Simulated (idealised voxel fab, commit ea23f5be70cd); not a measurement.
process module | voxel wiring stack
This is section cut - it's 220 nm across, gridded in 5 nm square cells.
Cross-section = grid of square cells, listed top down in bands; band = one or more rows. Within each band entry, the heights of the top and of the bottom of the band appear first, in that order and in nm; the materials of the band then follow from left to right, each with its corresponding width in nm. The designation "full width" on a single material indicates that it fills the band from edge to edge; the designation "empty" indicates empty space. Convention: height 0 is the level below which the wafer, as received, is all one material. The lowest band does not terminate at the bottom but continues downward, represented as "0 nm and below". A width given as "30->40" starts at the first number in the band's top row and ends at the second number in its bottom row, shifting by an equal amount at every step from row to row. When a step is marked "no change occurred", none of the cells in the cross-section changed during that step. Empty spaces counting at least 8 cells and having no open way to the top are listed in "Enclosed cavity list". The notation width x height at distance is used for each, the distance being from the left edge and all three values in nm. Read whatever lies past the settings on a step's line as the simulator's own remark about the step. Each step line may optionally specify "overlay nm", which for a step with a mask gives the rightward distance between the mask's planned place and where it lay, a negative value indicating the leftward direction.

[Steps planned for the process]
| 1 | RECEIVE with material Si |
| 2 | CONFORMAL_DEP with material SiO2, thk nm 15 |
| 3 | CONFORMAL_DEP with material SiN, thk nm 5 |
| 4 | DIRECTIONAL_DEP with material SiO2, thk nm 25 |
| 5 | PATTERN with tone open, mask id METAL_1, material resist, width nm 25, pitch nm 50, thk nm 20, overlay nm 0 |
| 6 | DIRECTIONAL_ETCH with etch materials SiO2, depth nm 25 |
| 7 | DIRECTIONAL_ETCH with etch materials SiN, depth nm 5 |
| 8 | STRIP with etch materials resist |
| 9 | CONFORMAL_DEP with material TiN, thk nm 5 |
| 10 | FILL_DEP with material W, thk nm 5 |
| 11 | CMP with height nm 45 |
| 12 | CONFORMAL_DEP with material SiCN, thk nm 5 |
| 13 | DIRECTIONAL_DEP with material SiO2, thk nm 10 |
| 14 | PATTERN with tone open, mask id PLUG_1, material resist, width nm 15, pitch nm 50, thk nm 20, overlay nm 0 |
| 15 | DIRECTIONAL_ETCH with etch materials SiO2, depth nm 10 |
| 16 | DIRECTIONAL_ETCH with etch materials SiCN, depth nm 5 |
| 17 | STRIP with etch materials resist |
| 18 | EPI with material Ru, thk nm 10 |
| 19 | EPI with material Ru, thk nm 5 |
| 20 | DIRECTIONAL_DEP with material TiN, thk nm 5 |
| 21 | DIRECTIONAL_DEP with material Ru, thk nm 25 |
| 22 | PATTERN with tone cover, mask id METAL_2, material resist, width nm 25, pitch nm 50, thk nm 15, overlay nm 0 |
| 23 | DIRECTIONAL_ETCH with etch materials Ru, depth nm 25 |
| 24 | DIRECTIONAL_ETCH with etch materials TiN, depth nm 5 |
| 25 | STRIP with etch materials resist |
| 26 | FILL_DEP with material SiO2, thk nm 10 |
| 27 | CMP with height nm 90 |
| 28 | CONFORMAL_DEP with material SiN, thk nm 5 |

[Cross-section, incoming material, after step 1]
	0 nm and below = Si full width
	Enclosed cavity list: none

[Looking at the first of two wafers in cross-section at end of module - ran to plan]
	95 nm to 90 nm = SiN full width
	90 nm to 65 nm = 70 of SiO2; 25 of Ru; 25 of SiO2; 25 of Ru; 75 of SiO2
	65 nm to 60 nm = 70 of SiO2; 25 of TiN; 25 of SiO2; 25 of TiN; 75 of SiO2
	60 nm to 50 nm = 70 of SiO2; 15 of Ru; 35 of SiO2; 15 of Ru; 85 of SiO2
	50 nm to 45 nm = 70 of SiCN; 15 of Ru; 35 of SiCN; 15 of Ru; 85 of SiCN
	45 nm to 20 nm = 70 of SiO2; 5 of TiN; 15 of W; 5 of TiN; 25 of SiO2; 5 of TiN; 15 of W; 5 of TiN; 75 of SiO2
	20 nm to 15 nm = 70 of SiN; 25 of TiN; 25 of SiN; 25 of TiN; 75 of SiN
	15 nm to 0 nm = SiO2 full width
	0 nm and below = Si full width
	Enclosed cavity list: none

[Wafer two cross-section, module end. Start and plan unchanged from wafer one; one mistake made during the run]
	95 nm to 90 nm = SiN full width
	90 nm to 65 nm = 70 of Ru; 25 of SiO2; 25 of Ru; 25 of SiO2; 75 of Ru
	65 nm to 60 nm = 70 of TiN; 25 of SiO2; 25 of TiN; 25 of SiO2; 75 of TiN
	60 nm to 50 nm = 70 of SiO2; 15 of Ru; 35 of SiO2; 15 of Ru; 85 of SiO2
	50 nm to 45 nm = 70 of SiCN; 15 of Ru; 35 of SiCN; 15 of Ru; 85 of SiCN
	45 nm to 20 nm = 70 of SiO2; 5 of TiN; 15 of W; 5 of TiN; 25 of SiO2; 5 of TiN; 15 of W; 5 of TiN; 75 of SiO2
	20 nm to 15 nm = 70 of SiN; 25 of TiN; 25 of SiN; 25 of TiN; 75 of SiN
	15 nm to 0 nm = SiO2 full width
	0 nm and below = Si full width
	Enclosed cavity list: none
Diagnosis: it should be noted that step 22 was executed with settings other than those planned, the operation and settings actually applied being PATTERN with tone open, mask id METAL_2, material resist, width nm 25, pitch nm 50, thk nm 15, overlay nm 0
The second wafer ends with more or fewer cells of some materials than the first, per final count: 120 more of Ru; 144 fewer of SiO2; 24 more of TiN
